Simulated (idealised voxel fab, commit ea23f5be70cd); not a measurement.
Title: Process Module voxel quadruple lines
For reference, the cross-section in this document is cut, with width 175 nm and square cells of 5 nm.
How to read a cross-section here: the picture is a grid of square cells, written as bands going from the top down, and any band can span one or more rows of cells. Top, bottom (nm), then materials left to right with widths (nm); lone material tagged "all across" fills the whole band edge to edge; "air" = empty space. Note: height 0 marks the level under which the wafer is uniformly one material as received. Lowest band unbounded below, written "0 -> down". Width spec "30..40" -> top row of cells at first value, bottom row at second value, equal per-row change in between. Key: "no modification" - step with no changed cell in the cross-section. Closed empty spaces (no open way to the top) of 8 cells or more are what "Voids lacking openings" lists, each as width x height at distance from the left edge, nm for all three. Heads up: the bit after the settings on a step's line is the simulator's remark on that step. You can add "overlay nm" to a step's line. For a step with a mask, it describes how far the mask lay to the right of its planned position, and a negative number describes a lay to the left. If you're wondering how to read the rest of this, here's the deal. It's pairs of cross-sections: one from before a process step, one from after it. The after one is only drawn as far down as the lowest band that changed. Right under each pair you'll see which step sits between them and what its settings were. Don't read the pairs as one continuous story, though. They can come from different runs of this module on the same starting wafer, and a pair only carries on from the one above it where its entry headed "Geometry before processing" says so.
### Geometry before processing
* 45 -> 25 | air=25, polySi=15, air=20, polySi=15, air=30, polySi=15, air=20, polySi=15, air=20
* 25 -> 10 | TiN all across
* 10 -> 0 | SiO2 all across
* 0 -> down | Si all across
* Voids lacking openings: none
### Cross-Section Thereafter
* 50 -> 45 | air=20, SiN=25, air=10, SiN=25, air=20, SiN=25, air=10, SiN=25, air=15
* 45 -> 30 | air=20, SiN=5, polySi=15, SiN=5, air=10, SiN=5, polySi=15, SiN=5, air=20, SiN=5, polySi=15, SiN=5, air=10, SiN=5, polySi=15, SiN=5, air=15
* 30 -> 25 | SiN=25, polySi=15, SiN=20, polySi=15, SiN=30, polySi=15, SiN=20, polySi=15, SiN=20
* Everything under 25 stays put, no change at all.
* Voids lacking openings: none
Between the cross-sections above, the step performed was CONFORMAL_DEP | material SiN | thk nm 5
Geometry before processing: cross-section not repeated; it is the one shown after the step in the pair just above.
### Cross-Section Thereafter
* 45 -> 25 | air=20, SiN=5, polySi=15, SiN=5, air=10, SiN=5, polySi=15, SiN=5, air=20, SiN=5, polySi=15, SiN=5, air=10, SiN=5, polySi=15, SiN=5, air=15
* Everything under 25 stays put, no change at all.
* Voids lacking openings: none
Between the cross-sections above, the step performed was DIRECTIONAL_ETCH | etch materials SiN | depth nm 5
Geometry before processing: cross-section not repeated; it is the one shown after the step in the pair just above.
### Cross-Section Thereafter
* 45 -> 25 | air=20, SiN=5, air=15, SiN=5, air=10, SiN=5, air=15, SiN=5, air=20, SiN=5, air=15, SiN=5, air=10, SiN=5, air=15, SiN=5, air=15
* Everything under 25 stays put, no change at all.
* Voids lacking openings: none
Between the cross-sections above, the step performed was STRIP | etch materials polySi
Geometry before processing: cross-section not repeated; it is the one shown after the step in the pair just above.
### Cross-Section Thereafter
* 45 -> 25 | air=20, SiN=5, air=15, SiN=5, air=10, SiN=5, air=15, SiN=5, air=20, SiN=5, air=15, SiN=5, air=10, SiN=5, air=15, SiN=5, air=15
* 25 -> 10 | air=20, TiN=5, air=15, TiN=5, air=10, TiN=5, air=15, TiN=5, air=20, TiN=5, air=15, TiN=5, air=10, TiN=5, air=15, TiN=5, air=15
* Everything under 10 stays put, no change at all.
* Voids lacking openings: none
Between the cross-sections above, the step performed was DIRECTIONAL_ETCH | etch materials TiN | depth nm 15
Geometry before processing: cross-section not repeated; it is the one shown after the step in the pair just above.
### Cross-Section Thereafter
* 25 -> 10 | air=20, TiN=5, air=15, TiN=5, air=10, TiN=5, air=15, TiN=5, air=20, TiN=5, air=15, TiN=5, air=10, TiN=5, air=15, TiN=5, air=15
* Everything under 10 stays put, no change at all.
* Voids lacking openings: none
Between the cross-sections above, the step performed was STRIP | etch materials SiN
Geometry before processing: cross-section not repeated; it is the one shown after the step in the pair just above.
### Cross-Section Thereafter
* 35 -> 25 | lowk all across
* 25 -> 10 | lowk=20, TiN=5, lowk=15, TiN=5, lowk=10, TiN=5, lowk=15, TiN=5, lowk=20, TiN=5, lowk=15, TiN=5, lowk=10, TiN=5, lowk=15, TiN=5, lowk=15
* Everything under 10 stays put, no change at all.
* Voids lacking openings: none
Between the cross-sections above, the step performed was FILL_DEP | material lowk | thk nm 10
Geometry before processing: cross-section not repeated; it is the one shown after the step in the pair just above.
### Cross-Section Thereafter
* 25 -> 10 | lowk=20, TiN=5, lowk=15, TiN=5, lowk=10, TiN=5, lowk=15, TiN=5, lowk=20, TiN=5, lowk=15, TiN=5, lowk=10, TiN=5, lowk=15, TiN=5, lowk=15
* Everything under 10 stays put, no change at all.
* Voids lacking openings: none
Between the cross-sections above, the step performed was CMP | height nm 25
### Geometry before processing
* 70 -> 45 | aC all across
* 45 -> 25 | polySi all across
* 25 -> 10 | TiN all across
* 10 -> 0 | SiO2 all across
* 0 -> down | Si all across
* Voids lacking openings: none
### Cross-Section Thereafter
* 100 -> 70 | air=40, resist=25, air=55, resist=25, air=30
* Everything under 70 stays put, no change at all.
* Voids lacking openings: none
Between the cross-sections above, the step performed was PATTERN | tone cover | mask id MANDREL | material resist | width nm 25 | pitch nm 80 | thk nm 30 | overlay nm 5
Geometry before processing: cross-section not repeated; it is the one shown after the step in the pair just above.
### Cross-Section Thereafter
* 75 -> 70 | air=40, resist=25, air=55, resist=25, air=30
* 70 -> 45 | air=40, aC=25, air=55, aC=25, air=30
* Everything under 45 stays put, no change at all.
* Voids lacking openings: none
Between the cross-sections above, the step performed was DIRECTIONAL_ETCH | etch materials aC | depth nm 25
Geometry before processing: cross-section not repeated; it is the one shown after the step in the pair just above.
### Cross-Section Thereafter
* 70 -> 45 | air=40, aC=25, air=55, aC=25, air=30
* Everything under 45 stays put, no change at all.
* Voids lacking openings: none
Between the cross-sections above, the step performed was STRIP | etch materials resist
Geometry before processing: cross-section not repeated; it is the one shown after the step in the pair just above.
### Cross-Section Thereafter
* 85 -> 70 | air=25, SiO2=55, air=25, SiO2=55, air=15
* 70 -> 60 | air=25, SiO2=15, aC=25, SiO2=15, air=25, SiO2=15, aC=25, SiO2=15, air=15
* 60 -> 45 | SiO2=40, aC=25, SiO2=55, aC=25, SiO2=30
* Everything under 45 stays put, no change at all.
* Voids lacking openings: none
Between the cross-sections above, the step performed was CONFORMAL_DEP | material SiO2 | thk nm 15
Geometry before processing: cross-section not repeated; it is the one shown after the step in the pair just above.
### Cross-Section Thereafter
* 70 -> 45 | air=25, SiO2=15, aC=25, SiO2=15, air=25, SiO2=15, aC=25, SiO2=15, air=15
* Everything under 45 stays put, no change at all.
* Voids lacking openings: none
Between the cross-sections above, the step performed was DIRECTIONAL_ETCH | etch materials SiO2 | depth nm 15
Geometry before processing: cross-section not repeated; it is the one shown after the step in the pair just above.
### Cross-Section Thereafter
* 70 -> 45 | air=25, SiO2=15, air=25, SiO2=15, air=25, SiO2=15, air=25, SiO2=15, air=15
* Everything under 45 stays put, no change at all.
* Voids lacking openings: none
Between the cross-sections above, the step performed was STRIP | etch materials aC
Geometry before processing: cross-section not repeated; it is the one shown after the step in the pair just above.
### Cross-Section Thereafter
* 70 -> 45 | air=25, SiO2=15, air=25, SiO2=15, air=25, SiO2=15, air=25, SiO2=15, air=15
* 45 -> 25 | air=25, polySi=15, air=25, polySi=15, air=25, polySi=15, air=25, polySi=15, air=15
* Everything under 25 stays put, no change at all.
* Voids lacking openings: none
Between the cross-sections above, the step performed was DIRECTIONAL_ETCH | etch materials polySi | depth nm 20
Geometry before processing: cross-section not repeated; it is the one shown after the step in the pair just above.
### Cross-Section Thereafter
* 45 -> 25 | air=25, polySi=15, air=25, polySi=15, air=25, polySi=15, air=25, polySi=15, air=15
* Everything under 25 stays put, no change at all.
* Voids lacking openings: none
Between the cross-sections above, the step performed was STRIP | etch materials SiO2
Geometry before processing: cross-section not repeated; it is the one shown after the step in the pair just above.
### Cross-Section Thereafter
* 50 -> 45 | air=20, SiN=25, air=15, SiN=25, air=15, SiN=25, air=15, SiN=25, air=10
* 45 -> 30 | air=20, SiN=5, polySi=15, SiN=5, air=15, SiN=5, polySi=15, SiN=5, air=15, SiN=5, polySi=15, SiN=5, air=15, SiN=5, polySi=15, SiN=5, air=10
* 30 -> 25 | SiN=25, polySi=15, SiN=25, polySi=15, SiN=25, polySi=15, SiN=25, polySi=15, SiN=15
* Everything under 25 stays put, no change at all.
* Voids lacking openings: none
Between the cross-sections above, the step performed was CONFORMAL_DEP | material SiN | thk nm 5
Geometry before processing: cross-section not repeated; it is the one shown after the step in the pair just above.
### Cross-Section Thereafter
* 45 -> 25 | air=20, SiN=5, polySi=15, SiN=5, air=15, SiN=5, polySi=15, SiN=5, air=15, SiN=5, polySi=15, SiN=5, air=15, SiN=5, polySi=15, SiN=5, air=10
* Everything under 25 stays put, no change at all.
* Voids lacking openings: none
Between the cross-sections above, the step performed was DIRECTIONAL_ETCH | etch materials SiN | depth nm 5
Geometry before processing: cross-section not repeated; it is the one shown after the step in the pair just above.
### Cross-Section Thereafter
* 45 -> 25 | air=20, SiN=5, air=15, SiN=5, air=15, SiN=5, air=15, SiN=5, air=15, SiN=5, air=15, SiN=5, air=15, SiN=5, air=15, SiN=5, air=10
* Everything under 25 stays put, no change at all.
* Voids lacking openings: none
Between the cross-sections above, the step performed was STRIP | etch materials polySi
Geometry before processing: cross-section not repeated; it is the one shown after the step in the pair just above.
### Cross-Section Thereafter
* 45 -> 25 | air=20, SiN=5, air=15, SiN=5, air=15, SiN=5, air=15, SiN=5, air=15, SiN=5, air=15, SiN=5, air=15, SiN=5, air=15, SiN=5, air=10
* 25 -> 10 | air=20, TiN=5, air=15, TiN=5, air=15, TiN=5, air=15, TiN=5, air=15, TiN=5, air=15, TiN=5, air=15, TiN=5, air=15, TiN=5, air=10
* Everything under 10 stays put, no change at all.
* Voids lacking openings: none
Between the cross-sections above, the step performed was DIRECTIONAL_ETCH | etch materials TiN | depth nm 15
Geometry before processing: cross-section not repeated; it is the one shown after the step in the pair just above.
### Cross-Section Thereafter
* 25 -> 10 | air=20, TiN=5, air=15, TiN=5, air=15, TiN=5, air=15, TiN=5, air=15, TiN=5, air=15, TiN=5, air=15, TiN=5, air=15, TiN=5, air=10
* Everything under 10 stays put, no change at all.
* Voids lacking openings: none
Between the cross-sections above, the step performed was STRIP | etch materials SiN
Geometry before processing: cross-section not repeated; it is the one shown after the step in the pair just above.
### Cross-Section Thereafter
* 35 -> 25 | lowk all across
* 25 -> 10 | lowk=20, TiN=5, lowk=15, TiN=5, lowk=15, TiN=5, lowk=15, TiN=5, lowk=15, TiN=5, lowk=15, TiN=5, lowk=15, TiN=5, lowk=15, TiN=5, lowk=10
* Everything under 10 stays put, no change at all.
* Voids lacking openings: none
Between the cross-sections above, the step performed was FILL_DEP | material lowk | thk nm 10
Geometry before processing: cross-section not repeated; it is the one shown after the step in the pair just above.
### Cross-Section Thereafter
* 25 -> 10 | lowk=20, TiN=5, lowk=15, TiN=5, lowk=15, TiN=5, lowk=15, TiN=5, lowk=15, TiN=5, lowk=15, TiN=5, lowk=15, TiN=5, lowk=15, TiN=5, lowk=10
* Everything under 10 stays put, no change at all.
* Voids lacking openings: none
Between the cross-sections above, the step performed was CMP | height nm 25
### Geometry before processing
* 0 -> down | Si all across
* Voids lacking openings: none
### Cross-Section Thereafter
* 10 -> 0 | TiN all across
* Everything under 0 stays put, no change at all.
* Voids lacking openings: none
Between the cross-sections above, the step performed was CONFORMAL_DEP | material TiN | thk nm 10
Geometry before processing: cross-section not repeated; it is the one shown after the step in the pair just above.
### Cross-Section Thereafter
* 25 -> 0 | TiN all across
* Everything under 0 stays put, no change at all.
* Voids lacking openings: none
Between the cross-sections above, the step performed was DIRECTIONAL_DEP | material TiN | thk nm 15
Geometry before processing: cross-section not repeated; it is the one shown after the step in the pair just above.
### Cross-Section Thereafter
* 45 -> 25 | polySi all across
* Everything under 25 stays put, no change at all.
* Voids lacking openings: none
Between the cross-sections above, the step performed was DIRECTIONAL_DEP | material polySi | thk nm 20
Geometry before processing: cross-section not repeated; it is the one shown after the step in the pair just above.
### Cross-Section Thereafter
* 70 -> 45 | aC all across
* Everything under 45 stays put, no change at all.
* Voids lacking openings: none
Between the cross-sections above, the step performed was DIRECTIONAL_DEP | material aC | thk nm 25
Geometry before processing: cross-section not repeated; it is the one shown after the step in the pair just above.
### Cross-Section Thereafter
* 100 -> 70 | air=35, resist=25, air=55, resist=25, air=35
* Everything under 70 stays put, no change at all.
* Voids lacking openings: none
Between the cross-sections above, the step performed was PATTERN | tone cover | mask id MANDREL | material resist | width nm 25 | pitch nm 80 | thk nm 30 | overlay nm 0
Geometry before processing: cross-section not repeated; it is the one shown after the step in the pair just above.
### Cross-Section Thereafter
* 75 -> 70 | air=35, resist=25, air=55, resist=25, air=35
* 70 -> 45 | air=35, aC=25, air=55, aC=25, air=35
* Everything under 45 stays put, no change at all.
* Voids lacking openings: none
Between the cross-sections above, the step performed was DIRECTIONAL_ETCH | etch materials aC | depth nm 25
Geometry before processing: cross-section not repeated; it is the one shown after the step in the pair just above.
### Cross-Section Thereafter
* 70 -> 45 | air=35, aC=25, air=55, aC=25, air=35
* Everything under 45 stays put, no change at all.
* Voids lacking openings: none
Between the cross-sections above, the step performed was STRIP | etch materials resist
Geometry before processing: cross-section not repeated; it is the one shown after the step in the pair just above.
### Cross-Section Thereafter
* 85 -> 70 | air=20, SiO2=55, air=25, SiO2=55, air=20
* 70 -> 60 | air=20, SiO2=15, aC=25, SiO2=15, air=25, SiO2=15, aC=25, SiO2=15, air=20
* 60 -> 45 | SiO2=35, aC=25, SiO2=55, aC=25, SiO2=35
* Everything under 45 stays put, no change at all.
* Voids lacking openings: none
Between the cross-sections above, the step performed was CONFORMAL_DEP | material SiO2 | thk nm 15
Geometry before processing: cross-section not repeated; it is the one shown after the step in the pair just above.
### Cross-Section Thereafter
* 70 -> 45 | air=20, SiO2=15, aC=25, SiO2=15, air=25, SiO2=15, aC=25, SiO2=15, air=20
* Everything under 45 stays put, no change at all.
* Voids lacking openings: none
Between the cross-sections above, the step performed was DIRECTIONAL_ETCH | etch materials SiO2 | depth nm 15
Geometry before processing: cross-section not repeated; it is the one shown after the step in the pair just above.
### Cross-Section Thereafter
* 70 -> 45 | air=20, SiO2=15, air=25, SiO2=15, air=25, SiO2=15, air=25, SiO2=15, air=20
* Everything under 45 stays put, no change at all.
* Voids lacking openings: none
Between the cross-sections above, the step performed was STRIP | etch materials aC
Geometry before processing: cross-section not repeated; it is the one shown after the step in the pair just above.
### Cross-Section Thereafter
* 70 -> 45 | air=20, SiO2=15, air=25, SiO2=15, air=25, SiO2=15, air=25, SiO2=15, air=20
* 45 -> 25 | air=20, polySi=15, air=25, polySi=15, air=25, polySi=15, air=25, polySi=15, air=20
* Everything under 25 stays put, no change at all.
* Voids lacking openings: none
Between the cross-sections above, the step performed was DIRECTIONAL_ETCH | etch materials polySi | depth nm 20
Geometry before processing: cross-section not repeated; it is the one shown after the step in the pair just above.
### Cross-Section Thereafter
* 45 -> 25 | air=20, polySi=15, air=25, polySi=15, air=25, polySi=15, air=25, polySi=15, air=20
* Everything under 25 stays put, no change at all.
* Voids lacking openings: none
Between the cross-sections above, the step performed was STRIP | etch materials SiO2
Geometry before processing: cross-section not repeated; it is the one shown after the step in the pair just above.
### Cross-Section Thereafter
* 50 -> 45 | air=15, SiN=25, air=15, SiN=25, air=15, SiN=25, air=15, SiN=25, air=15
* 45 -> 30 | air=15, SiN=5, polySi=15, SiN=5, air=15, SiN=5, polySi=15, SiN=5, air=15, SiN=5, polySi=15, SiN=5, air=15, SiN=5, polySi=15, SiN=5, air=15
* 30 -> 25 | SiN=20, polySi=15, SiN=25, polySi=15, SiN=25, polySi=15, SiN=25, polySi=15, SiN=20
* Everything under 25 stays put, no change at all.
* Voids lacking openings: none
Between the cross-sections above, the step performed was CONFORMAL_DEP | material SiN | thk nm 5
Geometry before processing: cross-section not repeated; it is the one shown after the step in the pair just above.
### Cross-Section Thereafter
* 45 -> 25 | air=15, SiN=5, polySi=15, SiN=5, air=15, SiN=5, polySi=15, SiN=5, air=15, SiN=5, polySi=15, SiN=5, air=15, SiN=5, polySi=15, SiN=5, air=15
* Everything under 25 stays put, no change at all.
* Voids lacking openings: none
Between the cross-sections above, the step performed was DIRECTIONAL_ETCH | etch materials SiN | depth nm 5
Geometry before processing: cross-section not repeated; it is the one shown after the step in the pair just above.
### Cross-Section Thereafter
* 45 -> 25 | air=15, SiN=5, air=15, SiN=5, air=15, SiN=5, air=15, SiN=5, air=15, SiN=5, air=15, SiN=5, air=15, SiN=5, air=15, SiN=5, air=15
* Everything under 25 stays put, no change at all.
* Voids lacking openings: none
Between the cross-sections above, the step performed was STRIP | etch materials polySi
Geometry before processing: cross-section not repeated; it is the one shown after the step in the pair just above.
### Cross-Section Thereafter
* 45 -> 25 | air=15, SiN=5, air=15, SiN=5, air=15, SiN=5, air=15, SiN=5, air=15, SiN=5, air=15, SiN=5, air=15, SiN=5, air=15, SiN=5, air=15
* 25 -> 10 | air=15, TiN=5, air=15, TiN=5, air=15, TiN=5, air=15, TiN=5, air=15, TiN=5, air=15, TiN=5, air=15, TiN=5, air=15, TiN=5, air=15
* Everything under 10 stays put, no change at all.
* Voids lacking openings: none
Between the cross-sections above, the step performed was DIRECTIONAL_ETCH | etch materials TiN | depth nm 15
Geometry before processing: cross-section not repeated; it is the one shown after the step in the pair just above.
### Cross-Section Thereafter
* 25 -> 10 | air=15, TiN=5, air=15, TiN=5, air=15, TiN=5, air=15, TiN=5, air=15, TiN=5, air=15, TiN=5, air=15, TiN=5, air=15, TiN=5, air=15
* Everything under 10 stays put, no change at all.
* Voids lacking openings: none
Between the cross-sections above, the step performed was STRIP | etch materials SiN
Geometry before processing: cross-section not repeated; it is the one shown after the step in the pair just above.
### Cross-Section Thereafter
* 35 -> 25 | lowk all across
* 25 -> 10 | lowk=15, TiN=5, lowk=15, TiN=5, lowk=15, TiN=5, lowk=15, TiN=5, lowk=15, TiN=5, lowk=15, TiN=5, lowk=15, TiN=5, lowk=15, TiN=5, lowk=15
* Everything under 10 stays put, no change at all.
* Voids lacking openings: none
Between the cross-sections above, the step performed was FILL_DEP | material lowk | thk nm 10
Geometry before processing: cross-section not repeated; it is the one shown after the step in the pair just above.
### Cross-Section Thereafter
* 25 -> 10 | lowk=15, TiN=5, lowk=15, TiN=5, lowk=15, TiN=5, lowk=15, TiN=5, lowk=15, TiN=5, lowk=15, TiN=5, lowk=15, TiN=5, lowk=15, TiN=5, lowk=15
* Everything under 10 stays put, no change at all.
* Voids lacking openings: none
Between the cross-sections above, the step performed was CMP | height nm 25
### Geometry before processing
* 70 -> 45 | aC all across
* 45 -> 25 | polySi all across
* 25 -> 10 | TiN all across
* 10 -> 0 | SiO2 all across
* 0 -> down | Si all across
* Voids lacking openings: none
### Cross-Section Thereafter
* 100 -> 70 | resist=35, air=25, resist=55, air=25, resist=35
* Everything under 70 stays put, no change at all.
* Voids lacking openings: none
Between the cross-sections above, the step performed was PATTERN | tone open | mask id MANDREL | material resist | width nm 25 | pitch nm 80 | thk nm 30 | overlay nm 0
Geometry before processing: cross-section not repeated; it is the one shown after the step in the pair just above.
### Cross-Section Thereafter
* 75 -> 70 | resist=35, air=25, resist=55, air=25, resist=35
* 70 -> 45 | aC=35, air=25, aC=55, air=25, aC=35
* Everything under 45 stays put, no change at all.
* Voids lacking openings: none
Between the cross-sections above, the step performed was DIRECTIONAL_ETCH | etch materials aC | depth nm 25
Geometry before processing: cross-section not repeated; it is the one shown after the step in the pair just above.
### Cross-Section Thereafter
* 70 -> 45 | aC=35, air=25, aC=55, air=25, aC=35
* Everything under 45 stays put, no change at all.
* Voids lacking openings: none
Between the cross-sections above, the step performed was STRIP | etch materials resist
Geometry before processing: cross-section not repeated; it is the one shown after the step in the pair just above.
### Cross-Section Thereafter
* 85 -> 70 | SiO2 all across
* 70 -> 45 | aC=35, SiO2=25, aC=55, SiO2=25, aC=35
* Everything under 45 stays put, no change at all.
* Voids lacking openings: none
Between the cross-sections above, the step performed was CONFORMAL_DEP | material SiO2 | thk nm 15
Geometry before processing: cross-section not repeated; it is the one shown after the step in the pair just above.
### Cross-Section Thereafter
* 70 -> 45 | aC=35, SiO2=25, aC=55, SiO2=25, aC=35
* Everything under 45 stays put, no change at all.
* Voids lacking openings: none
Between the cross-sections above, the step performed was DIRECTIONAL_ETCH | etch materials SiO2 | depth nm 15
Geometry before processing: cross-section not repeated; it is the one shown after the step in the pair just above.
### Cross-Section Thereafter
* 70 -> 45 | air=35, SiO2=25, air=55, SiO2=25, air=35
* Everything under 45 stays put, no change at all.
* Voids lacking openings: none
Between the cross-sections above, the step performed was STRIP | etch materials aC
Geometry before processing: cross-section not repeated; it is the one shown after the step in the pair just above.
### Cross-Section Thereafter
* 70 -> 45 | air=35, SiO2=25, air=55, SiO2=25, air=35
* 45 -> 25 | air=35, polySi=25, air=55, polySi=25, air=35
* Everything under 25 stays put, no change at all.
* Voids lacking openings: none
Between the cross-sections above, the step performed was DIRECTIONAL_ETCH | etch materials polySi | depth nm 20
Geometry before processing: cross-section not repeated; it is the one shown after the step in the pair just above.
### Cross-Section Thereafter
* 45 -> 25 | air=35, polySi=25, air=55, polySi=25, air=35
* Everything under 25 stays put, no change at all.
* Voids lacking openings: none
Between the cross-sections above, the step performed was STRIP | etch materials SiO2
Geometry before processing: cross-section not repeated; it is the one shown after the step in the pair just above.
### Cross-Section Thereafter
* 50 -> 45 | air=30, SiN=35, air=45, SiN=35, air=30
* 45 -> 30 | air=30, SiN=5, polySi=25, SiN=5, air=45, SiN=5, polySi=25, SiN=5, air=30
* 30 -> 25 | SiN=35, polySi=25, SiN=55, polySi=25, SiN=35
* Everything under 25 stays put, no change at all.
* Voids lacking openings: none
Between the cross-sections above, the step performed was CONFORMAL_DEP | material SiN | thk nm 5
Geometry before processing: cross-section not repeated; it is the one shown after the step in the pair just above.
### Cross-Section Thereafter
* 45 -> 25 | air=30, SiN=5, polySi=25, SiN=5, air=45, SiN=5, polySi=25, SiN=5, air=30
* Everything under 25 stays put, no change at all.
* Voids lacking openings: none
Between the cross-sections above, the step performed was DIRECTIONAL_ETCH | etch materials SiN | depth nm 5
Geometry before processing: cross-section not repeated; it is the one shown after the step in the pair just above.
### Cross-Section Thereafter
* 45 -> 25 | air=30, SiN=5, air=25, SiN=5, air=45, SiN=5, air=25, SiN=5, air=30
* Everything under 25 stays put, no change at all.
* Voids lacking openings: none
Between the cross-sections above, the step performed was STRIP | etch materials polySi
Geometry before processing: cross-section not repeated; it is the one shown after the step in the pair just above.
### Cross-Section Thereafter
* 45 -> 25 | air=30, SiN=5, air=25, SiN=5, air=45, SiN=5, air=25, SiN=5, air=30
* 25 -> 10 | air=30, TiN=5, air=25, TiN=5, air=45, TiN=5, air=25, TiN=5, air=30
* Everything under 10 stays put, no change at all.
* Voids lacking openings: none
Between the cross-sections above, the step performed was DIRECTIONAL_ETCH | etch materials TiN | depth nm 15
Geometry before processing: cross-section not repeated; it is the one shown after the step in the pair just above.
### Cross-Section Thereafter
* 25 -> 10 | air=30, TiN=5, air=25, TiN=5, air=45, TiN=5, air=25, TiN=5, air=30
* Everything under 10 stays put, no change at all.
* Voids lacking openings: none
Between the cross-sections above, the step performed was STRIP | etch materials SiN
Geometry before processing: cross-section not repeated; it is the one shown after the step in the pair just above.
### Cross-Section Thereafter
* 35 -> 25 | lowk all across
* 25 -> 10 | lowk=30, TiN=5, lowk=25, TiN=5, lowk=45, TiN=5, lowk=25, TiN=5, lowk=30
* Everything under 10 stays put, no change at all.
* Voids lacking openings: none
Between the cross-sections above, the step performed was FILL_DEP | material lowk | thk nm 10
Geometry before processing: cross-section not repeated; it is the one shown after the step in the pair just above.
### Cross-Section Thereafter
* 25 -> 10 | lowk=30, TiN=5, lowk=25, TiN=5, lowk=45, TiN=5, lowk=25, TiN=5, lowk=30
* Everything under 10 stays put, no change at all.
* Voids lacking openings: none
Between the cross-sections above, the step performed was CMP | height nm 25
